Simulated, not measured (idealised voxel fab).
process module | voxel lift off
Section shown: cut. Width: 140 nm. Cell size: 5 nm, square.
When this document writes out a cross-section, it uses a grid of square cells and lists it as bands, beginning at the top and moving down, with a band standing for one or more rows of cells.
Each band's line starts with the height of the band's top and of its bottom, in nm. Then come its materials from left to right, each with its width in nm. One material with "throughout" fills the band from edge to edge. "blank" is empty space.
Measure heights from 0. That's the level where, below it, the as-received wafer is all one material. The lowest band is bottomless and extends downward; write it as in "0 down".
Read "30 to 40" as a graded width: first number on top, second number at the bottom, same change between each pair of neighbouring rows.
Basically "nothing altered" means that step didn't change any cell in the cross-section.
Closed empty spaces (no open way to the top) of 8 cells or more are what "Voids lacking openings" lists, each as width x height at distance from the left edge, nm for all three.
Text after the settings on a step's line: the simulator's own remark on that step.
For masked steps, "overlay nm" on the step line gives how far right of plan the mask actually lay; a minus sign means it lay to the left.
[The planned process steps are enumerated hereunder]
1 RECEIVE, material Si
2 CONFORMAL_DEP, material Al2O3, thk nm 5
3 PATTERN, tone open, mask id LINES, material resist, width nm 20, pitch nm 45, thk nm 20, overlay nm 0
4 DIRECTIONAL_DEP, material Ru, thk nm 5
5 STRIP, etch materials resist
6 CONFORMAL_DEP, material SiCN, thk nm 5
[The following pertains to the first of two wafers, which was processed as planned]
[Wafer cross-section on receipt, i.e. after step 1]
	0 down: Si throughout
	Voids lacking openings: none
[Cross-section: wafer state after step 2]
	5 to 0: Al2O3 throughout
	Below a height of 0, the structure has not been altered.
[Cross-section: wafer state after step 3]
	25 to 5: 15 resist / 20 blank / 25 resist / 20 blank / 25 resist / 20 blank / 15 resist
	Below a height of 5, the structure has not been altered.
[Cross-section: wafer state after step 4]
	30 to 25: 15 Ru / 20 blank / 25 Ru / 20 blank / 25 Ru / 20 blank / 15 Ru
	25 to 10: 15 resist / 20 blank / 25 resist / 20 blank / 25 resist / 20 blank / 15 resist
	10 to 5: 15 resist / 20 Ru / 25 resist / 20 Ru / 25 resist / 20 Ru / 15 resist
	Below a height of 5, the structure has not been altered.
[Cross-section: wafer state after step 5]
	10 to 5: 15 blank / 20 Ru / 25 blank / 20 Ru / 25 blank / 20 Ru / 15 blank
	Below a height of 5, the structure has not been altered.
[Cross-section: wafer state after step 6]
	15 to 10: 10 blank / 30 SiCN / 15 blank / 30 SiCN / 15 blank / 30 SiCN / 10 blank
	10 to 5: 15 SiCN / 20 Ru / 25 SiCN / 20 Ru / 25 SiCN / 20 Ru / 15 SiCN
	Below a height of 5, the structure has not been altered.
[What follows concerns the second wafer, which started out like the first and was meant to follow the very same plan; one mistake crept in when it was run, but everything up to and including step 3 is the same as for the first wafer]
[Cross-section, second wafer, at the end time the plan gives for step 4]
	40 to 25: 15 Ru / 20 blank / 25 Ru / 20 blank / 25 Ru / 20 blank / 15 Ru
	25 to 20: 15 resist / 20 blank / 25 resist / 20 blank / 25 resist / 20 blank / 15 resist
	20 to 5: 15 resist / 20 Ru / 25 resist / 20 Ru / 25 resist / 20 Ru / 15 resist
	Below a height of 5, the structure has not been altered.
[Cross-section, second wafer, at the end time the plan gives for step 5]
	20 to 5: 15 blank / 20 Ru / 25 blank / 20 Ru / 25 blank / 20 Ru / 15 blank
	Below a height of 5, the structure has not been altered.
[Cross-section, second wafer, at the end time the plan gives for step 6]
	25 to 20: 10 blank / 30 SiCN / 15 blank / 30 SiCN / 15 blank / 30 SiCN / 10 blank
	20 to 10: 10 blank / 5 SiCN / 20 Ru / 5 SiCN / 15 blank / 5 SiCN / 20 Ru / 5 SiCN / 15 blank / 5 SiCN / 20 Ru / 5 SiCN / 10 blank
	10 to 5: 15 SiCN / 20 Ru / 25 SiCN / 20 Ru / 25 SiCN / 20 Ru / 15 SiCN
	Below a height of 5, the structure has not been altered.
Plan not followed: step 4 ran with different settings than intended, the actual operation and settings being DIRECTIONAL_DEP, material Ru, thk nm 15
Wafer comparison, final, in cells, second relative to first, materials more or fewer: +24 Ru | +12 SiCN
